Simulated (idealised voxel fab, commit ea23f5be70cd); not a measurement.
You're looking at the process module voxel wiring stack.
Cross-section cut: width 290 nm, square cells of 5 nm.
If you're reading a cross-section in this doc, picture square cells in a grid; it comes to you as bands, top ones listed first down to the bottom, and a band can be one or more rows of cells.
Heads up on the band format: heights come first, top then bottom, in nm. After that it's the materials left to right, each with its width in nm. A single material flagged "everywhere" fills the whole band edge to edge, and "air" means there's empty space there.
For the purposes of this specification, 0 denotes the height below which the wafer in its as-received condition is composed wholly of one material, and the lowermost band, lacking a lower limit, extends downward without end, as expressed in "0 nm and below".
The expression "30 to 40" gives the width at the extremes of the band, the first number at its top row of cells and the second at its bottom row, with the width changing by equal amounts from each row to the next in between.
The designation "no modifications", where it is given for a processing step, indicates that no cell of the cross-section was altered in the course of that step.
Entry "Trapped voids" = empty spaces >= 8 cells with no open way to the top; each as width x height at distance, distance from left edge, all nm.
Whatever follows a step's settings on its line is a remark the simulator itself makes about that step.
"overlay nm", when on a step's line for a step with a mask, measures how far to the right of its planned place the mask lay; a negative measure means to the left.
Process steps - plan:
- 1: RECEIVE, material Si
- 2: CONFORMAL_DEP, material SiO2, thk nm 10
- 3: CONFORMAL_DEP, material SiN, thk nm 5
- 4: DIRECTIONAL_DEP, material lowk, thk nm 15
- 5: MASKED_ETCH, tone open, mask id METAL_1, width nm 20, pitch nm 50, etch materials lowk, depth nm 15, overlay nm 0
- 6: MASKED_ETCH, tone open, mask id METAL_1, width nm 20, pitch nm 50, etch materials SiN, depth nm 5, overlay nm 0
- 7: CONFORMAL_DEP, material TiN, thk nm 5
- 8: FILL_DEP, material Cu, thk nm 5
- 9: CMP, height nm 30
- 10: CONFORMAL_DEP, material SiCN, thk nm 5
- 11: DIRECTIONAL_DEP, material SiO2, thk nm 30
- 12: PATTERN, tone open, mask id METAL_2_HOLES, material resist, width nm 15, pitch nm 50, thk nm 15, overlay nm 0
- 13: DIRECTIONAL_ETCH, etch materials SiO2, depth nm 30
- 14: STRIP, etch materials resist
- 15: MASKED_ETCH, tone open, mask id METAL_2, width nm 20, pitch nm 50, etch materials SiO2, depth nm 15, overlay nm 0
- 16: MASKED_ETCH, tone open, mask id METAL_2, width nm 20, pitch nm 50, etch materials SiCN, depth nm 5, overlay nm 0
- 17: CONFORMAL_DEP, material TiN, thk nm 5
- 18: FILL_DEP, material Cu, thk nm 5
- 19: CMP, height nm 65
- 20: CONFORMAL_DEP, material SiCN, thk nm 5
Cross-section of the wafer upon arrival, representing the state reached after step 1:
- 0 nm and below: Si everywhere
- Trapped voids: none
Final cross-section, module run with one mistake (start and plan as above):
- 70 nm to 65 nm: SiCN everywhere
- 65 nm to 55 nm: SiO2: 60  TiN: 5  Cu: 10  TiN: 5  SiO2: 30  TiN: 5  Cu: 10  TiN: 5  SiO2: 30  TiN: 5  Cu: 10  TiN: 5  SiO2: 30  TiN: 5  Cu: 10  TiN: 5  SiO2: 60
- 55 nm to 50 nm: SiO2: 60  TiN: 5  Cu: 5  TiN: 10  SiO2: 30  TiN: 5  Cu: 5  TiN: 10  SiO2: 30  TiN: 5  Cu: 5  TiN: 10  SiO2: 30  TiN: 5  Cu: 5  TiN: 10  SiO2: 60
- 50 nm to 35 nm: SiO2: 60  TiN: 5  Cu: 5  TiN: 5  SiO2: 35  TiN: 5  Cu: 5  TiN: 5  SiO2: 35  TiN: 5  Cu: 5  TiN: 5  SiO2: 35  TiN: 5  Cu: 5  TiN: 5  SiO2: 65
- 35 nm to 30 nm: SiCN: 60  TiN: 15  SiCN: 35  TiN: 15  SiCN: 35  TiN: 15  SiCN: 35  TiN: 15  SiCN: 65
- 30 nm to 25 nm: TiN: 65  Cu: 10  TiN: 40  Cu: 10  TiN: 40  Cu: 10  TiN: 40  Cu: 10  TiN: 65
- 25 nm to 15 nm: lowk: 60  TiN: 5  Cu: 10  TiN: 5  lowk: 30  TiN: 5  Cu: 10  TiN: 5  lowk: 30  TiN: 5  Cu: 10  TiN: 5  lowk: 30  TiN: 5  Cu: 10  TiN: 5  lowk: 60
- 15 nm to 10 nm: lowk: 60  TiN: 20  lowk: 30  TiN: 20  lowk: 30  TiN: 20  lowk: 30  TiN: 20  lowk: 60
- 10 nm to 0 nm: SiO2 everywhere
- 0 nm and below: Si everywhere
- Trapped voids: none
It is concluded that the wafer was processed incorrectly with respect to the plan, in that heads up, step 3 of the plan was skipped and never actually ran
